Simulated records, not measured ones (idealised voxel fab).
process module | voxel released beams
cross-section cut | 260 nm wide | cells 5 nm
A cross-section is a grid of square cells, given in bands from the top down. A band is one or more rows of cells.
Each band's line starts with the height of the band's top and of its bottom, in nm. Then come its materials from left to right, each with its width in nm. One material with "throughout" fills the band from edge to edge. "air" is empty space.
Height 0 is the level under which the wafer as received is all one material. The lowest band goes on downwards, as in "0 down".
A width such as "30 to 40" changes by the same amount from each row of cells to the next, from the band's top row to its bottom row.
"no change" after a step means that no cell of the cross-section changed.
closed voids: empty space of 8 cells or more with no open way to the top, each as width x height at its distance from the left edge, in nm
after a step's settings: what the simulator itself notes on the step
overlay nm, on a step with a mask: how far to the right of its planned place the mask lay; to the left if negative
plan
1 op RECEIVE | material Si
2 op CONFORMAL_DEP | material Al2O3 | thk nm 5
3 op DIRECTIONAL_DEP | material SiO2 | thk nm 10
4 op PATTERN | tone open | mask id ANCHOR | material resist | width nm 25 | thk nm 20 | overlay nm 0
5 op DIRECTIONAL_ETCH | etch materials SiO2 | depth nm 10
6 op STRIP | etch materials resist
7 op CONFORMAL_DEP | material SiN | thk nm 10
8 op PATTERN | tone cover | mask id BEAM | material resist | width nm 105 | thk nm 15 | overlay nm 0
9 op DIRECTIONAL_ETCH | etch materials SiN | depth nm 10
10 op STRIP | etch materials resist
11 op STRIP | etch materials SiO2
first wafer, as planned
as received, after step 1
  0 down: Si throughout
  closed voids: none
after step 2
  5 to 0: Al2O3 throughout
  below 0: unchanged
after step 3
  15 to 5: SiO2 throughout
  below 5: unchanged
after step 4
  35 to 15: resist 80 | air 25 | resist 155
  below 15: unchanged
after step 5
  35 to 15: resist 80 | air 25 | resist 155
  15 to 5: SiO2 80 | air 25 | SiO2 155
  below 5: unchanged
after step 6
  15 to 5: SiO2 80 | air 25 | SiO2 155
  below 5: unchanged
after step 7
  25 to 15: SiN 90 | air 5 | SiN 165
  15 to 5: SiO2 80 | SiN 25 | SiO2 155
  below 5: unchanged
after step 8
  40 to 25: air 75 | resist 105 | air 80
  25 to 15: SiN 90 | resist 5 | SiN 165
  below 15: unchanged
after step 9
  40 to 25: air 75 | resist 105 | air 80
  25 to 15: air 75 | SiN 15 | resist 5 | SiN 85 | air 80
  below 15: unchanged
after step 10
  25 to 15: air 75 | SiN 15 | air 5 | SiN 85 | air 80
  below 15: unchanged
after step 11
  25 to 15: air 75 | SiN 15 | air 5 | SiN 85 | air 80
  15 to 5: air 80 | SiN 25 | air 155
  below 5: unchanged
second wafer: like start, like plan, one mistake. Through step 3 it matches the first wafer
when step 4 should have ended
  35 to 15: air 80 | resist 25 | air 155
  below 15: unchanged
when step 5 should have ended
  35 to 15: air 80 | resist 25 | air 155
  15 to 5: air 80 | SiO2 25 | air 155
  below 5: unchanged
when step 6 should have ended
  15 to 5: air 80 | SiO2 25 | air 155
  below 5: unchanged
when step 7 should have ended
  25 to 15: air 70 | SiN 45 | air 145
  15 to 5: SiN 80 | SiO2 25 | SiN 155
  below 5: unchanged
when step 8 should have ended
  40 to 25: air 75 | resist 105 | air 80
  25 to 15: air 70 | SiN 45 | resist 65 | air 80
  below 15: unchanged
when step 9 should have ended
  40 to 25: air 75 | resist 105 | air 80
  25 to 15: air 75 | SiN 40 | resist 65 | air 80
  15 to 5: air 70 | SiN 10 | SiO2 25 | SiN 75 | air 80
  below 5: unchanged
when step 10 should have ended
  25 to 15: air 75 | SiN 40 | air 145
  below 15: unchanged
when step 11 should have ended: no change
what went wrong: step 4 ran as: op PATTERN | tone cover | mask id ANCHOR | material resist | width nm 25 | thk nm 20 | overlay nm 0
at the end the second wafer has, in cells: 10 more of SiO2
